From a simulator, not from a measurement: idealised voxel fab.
The name of this process module is voxel ribs on slabs.
Xsec cut, 270 nm wide, square cell size 5 nm.
A cross-section is a grid of square cells, given in bands from the top down. A band is one or more rows of cells. Top height, bottom height, nm. Materials left to right, width each, nm. Single material + "throughout" = fills band edge to edge. "blank" = empty. Heights are measured from 0, the level below which the as-received wafer is all one material; the lowest band has no bottom and continues downward, written as in "0 down". Quick explanation for "30->40": the width changes in equal steps down the rows of cells, from the first number in the band's top row to the second number in its bottom row. "all unchanged" (step): cross-section cells unchanged, all of them. Voids not open to the top, 8 cells minimum: see "Closed void catalog". Written width x height at distance; distance is from the left edge; nm. It should be noted that, on the line of a given step, the content following the step's settings is a remark produced by the simulator itself with respect to that step. Regarding "overlay nm": on a step with a mask, it is the distance the mask lay to the right of its planned place; a negative value places it to the left.
-- Process steps (planned)
1. RECEIVE, material Si
2. DIRECTIONAL_DEP, material SiO2, thk nm 25
3. DIRECTIONAL_DEP, material SiN, thk nm 20
4. DIRECTIONAL_DEP, material aC, thk nm 15
5. PATTERN, tone cover, mask id RIB, material resist, width nm 15, thk nm 35, overlay nm 0
6. DIRECTIONAL_ETCH, etch materials aC, depth nm 15
7. STRIP, etch materials resist
8. DIRECTIONAL_ETCH, etch materials SiN, depth nm 5
9. STRIP, etch materials aC
10. MASKED_ETCH, tone cover, mask id SLAB, width nm 55, etch materials SiN, depth nm 15, overlay nm 0
11. FILL_DEP, material SiO2, thk nm 15
12. CMP, height nm 55
13. DIRECTIONAL_DEP, material W, thk nm 10
14. PATTERN, tone cover, mask id HEATER, material resist, width nm 25, thk nm 15, overlay nm 0
15. DIRECTIONAL_ETCH, etch materials W, depth nm 10
16. STRIP, etch materials resist
17. CONFORMAL_DEP, material SiN, thk nm 5
-- Received-state cross-section, reflecting completion of step 1
* 0 down = Si throughout
* Closed void catalog: none
-- What the wafer looks like in cross-section after this module, when it starts as shown above and follows the plan above but one mistake is made in running it
* 70 to 65 = 115 nm blank | 35 nm SiN | 120 nm blank
* 65 to 60 = 115 nm blank | 5 nm SiN | 25 nm W | 5 nm SiN | 120 nm blank
* 60 to 55 = 120 nm SiN | 25 nm W | 125 nm SiN
* 55 to 45 = SiO2 throughout
* 45 to 40 = 125 nm SiO2 | 20 nm SiN | 125 nm SiO2
* 40 to 25 = 105 nm SiO2 | 55 nm SiN | 110 nm SiO2
* 25 to 0 = SiO2 throughout
* 0 down = Si throughout
* Closed void catalog: none
Misprocessing identified: planned and actual differ for step 5; actual: PATTERN, tone cover, mask id RIB, material resist, width nm 20, thk nm 35, overlay nm 0
